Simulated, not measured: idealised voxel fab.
The following process module bears the name voxel released beams.
Displayed cross-section: cut, width of 255 nm, square cells sized 5 nm.
Heads up, the way a cross-section reads in here is a grid of square cells, handed over as bands from the top down, with every band being one or more rows of cells. Heights first: top, then bottom, in nm. Then materials, left to right, each with a width in nm. "all across" on a single material: fills the band edge to edge. "blank": empty space. For the purposes of this specification, 0 denotes the height below which the wafer in its as-received condition is composed wholly of one material, and the lowermost band, lacking a lower limit, extends downward without end, as expressed in "0 nm and below". Width "30->40": first value at the band's top row of cells, second value at its bottom row, equal change from row to row. What does "changes: none" mean for a step? It means no cell of the cross-section changed in that step. Basically, "Closed void listing" tells you about the enclosed voids: empty spaces with no open way to the top, 8 cells or bigger, each written width x height at distance, where distance is from the left edge, all in nm. Note: text after step settings on the step line = simulator remark on that step. The setting "overlay nm" may be written on the line of a step. When the step uses a mask, the value reports how far to the right of the planned place the mask lay, and a negative value reports that it lay to the left.
## Below is the list of planned process steps
1,RECEIVE,material Si
2,CONFORMAL_DEP,material SiN,thk nm 10
3,DIRECTIONAL_DEP,material SiO2,thk nm 15
4,DIRECTIONAL_DEP,material aC,thk nm 15
5,PATTERN,tone open,mask id ANCHOR,material resist,width nm 35,thk nm 30,overlay nm 0
6,DIRECTIONAL_ETCH,etch materials aC,depth nm 15
7,STRIP,etch materials resist
8,DIRECTIONAL_ETCH,etch materials SiO2,depth nm 15
9,STRIP,etch materials aC
10,CONFORMAL_DEP,material TiN,thk nm 15
11,MASKED_ETCH,tone cover,mask id BEAM,width nm 95,etch materials TiN,depth nm 15,overlay nm 0
12,STRIP,etch materials SiO2
Across this set of wafers, the varied parameter is the width nm of step 5. Starting conditions are identical for every wafer, and the plan reports the value assigned to the first wafer.
## Cross-section of the first of several received wafers, showing its state after step 1
> 0 nm and below  Si all across
> Closed void listing: none
## First of several wafers, sectioned at end of module (last step: step 12)
> 40 nm to 25 nm  75 blank, 25 TiN, 5 blank, 65 TiN, 85 blank
> 25 nm to 10 nm  85 blank, 35 TiN, 135 blank
> 10 nm to 0 nm  SiN all across
> 0 nm and below  Si all across
> Closed void listing: none
## last wafer at the end
> 40 nm to 25 nm  75 blank, 15 TiN, 30 blank, 50 TiN, 85 blank
> 25 nm to 10 nm  75 blank, 60 TiN, 120 blank
> 10 nm to 0 nm  SiN all across
> 0 nm and below  Si all across
> Closed void listing: none
## Below: a row per wafer. Contents at end of module: for every material, cells gained since receipt (+) or lost since receipt (-); then closed voids
width nm 35, +102 SiN, +75 TiN, Closed void listing: none
width nm 40, +102 SiN, +75 TiN, Closed void listing: none
width nm 45, +102 SiN, +75 TiN, Closed void listing: none
width nm 50, +102 SiN, +75 TiN, Closed void listing: none
width nm 55, +102 SiN, +75 TiN, Closed void listing: none
width nm 60, +102 SiN, +75 TiN, Closed void listing: none
